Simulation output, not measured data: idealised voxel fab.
Name of the process module below: voxel fin reveal
The cross-section shown here is cut; it is 165 nm wide and divided into square cells measuring 5 nm on a side.
In what follows, cross-sections appear as grids of square cells, described through bands that run from the top down, where every band is one or more rows of cells. Top height, bottom height, nm. Materials left to right, width each, nm. Single material + "everywhere" = fills band edge to edge. "blank" = empty. We count height from 0. Below that, the starting wafer is all one material. The lowest band never ends at the bottom but goes on down; see "top 0, no bottom" for how that is written. Width "30..40": first value at the band's top row of cells, second value at its bottom row, equal change from row to row. Where a step carries "remains unaltered", the cross-section came out of it unchanged, cell for cell. Enclosed internal voids: empty space of 8 cells or more with no open way to the top, each as width x height at its distance from the left edge, in nm. Where a step's line continues beyond its settings, the continuation is a remark by the simulator itself on that step. A step line may carry the setting "overlay nm", which, for steps involving a mask, states the distance by which the mask lay to the right of its intended position; negative values denote displacement to the left.

-- Intended process steps
1: RECEIVE: material Si
2: CONFORMAL_DEP: material SiN, thk nm 5
3: PATTERN: tone cover, mask id FINS, material resist, width nm 15, pitch nm 35, thk nm 20, overlay nm 0
4: DIRECTIONAL_ETCH: etch materials SiN, depth nm 5
5: DIRECTIONAL_ETCH: etch materials Si, depth nm 30
6: STRIP: etch materials resist
7: OXIDIZE: depth nm 5
8: FILL_DEP: material SiO2, thk nm 5
9: CMP: height nm 5
10: SELECTIVE_ETCH: etch materials SiO2, depth nm 20
11: STRIP: etch materials SiN
12: CONFORMAL_DEP: material HfO2, thk nm 5

-- Delivered wafer in cross-section: state after step 1
* top 0, no bottom | Si everywhere
* Enclosed internal voids: none

-- As-planned run: cross-section of the first of two wafers at end of module
* top 5, bottom 0 | blank (20) / HfO2 (15) / blank (20) / HfO2 (15) / blank (20) / HfO2 (15) / blank (20) / HfO2 (15) / blank (25)
* top 0, bottom -10 | blank (20) / HfO2 (5) / Si (5) / HfO2 (5) / blank (20) / HfO2 (5) / Si (5) / HfO2 (5) / blank (20) / HfO2 (5) / Si (5) / HfO2 (5) / blank (20) / HfO2 (5) / Si (5) / HfO2 (5) / blank (25)
* top -10, bottom -15 | HfO2 (25) / Si (5) / HfO2 (30) / Si (5) / HfO2 (30) / Si (5) / HfO2 (30) / Si (5) / HfO2 (30)
* top -15, bottom -35 | SiO2 (25) / Si (5) / SiO2 (30) / Si (5) / SiO2 (30) / Si (5) / SiO2 (30) / Si (5) / SiO2 (30)
* top -35, no bottom | Si everywhere
* Enclosed internal voids: none

-- Cross-section, wafer two of two, end of module: same start and plan as wafer one, one error in execution
* top 5, bottom 0 | blank (20) / HfO2 (15) / blank (20) / HfO2 (15) / blank (20) / HfO2 (15) / blank (20) / HfO2 (15) / blank (25)
* top 0, bottom -30 | blank (20) / HfO2 (5) / Si (5) / HfO2 (5) / blank (20) / HfO2 (5) / Si (5) / HfO2 (5) / blank (20) / HfO2 (5) / Si (5) / HfO2 (5) / blank (20) / HfO2 (5) / Si (5) / HfO2 (5) / blank (25)
* top -30, bottom -35 | HfO2 (25) / Si (5) / HfO2 (30) / Si (5) / HfO2 (30) / Si (5) / HfO2 (30) / Si (5) / HfO2 (30)
* top -35, no bottom | Si everywhere
* Enclosed internal voids: none
Misprocessing identified: the plan had its step 10 run twice
Counted in cells at the end, the second wafer holds more or fewer of these materials than the first: HfO2: 32 more, SiO2: 116 fewer
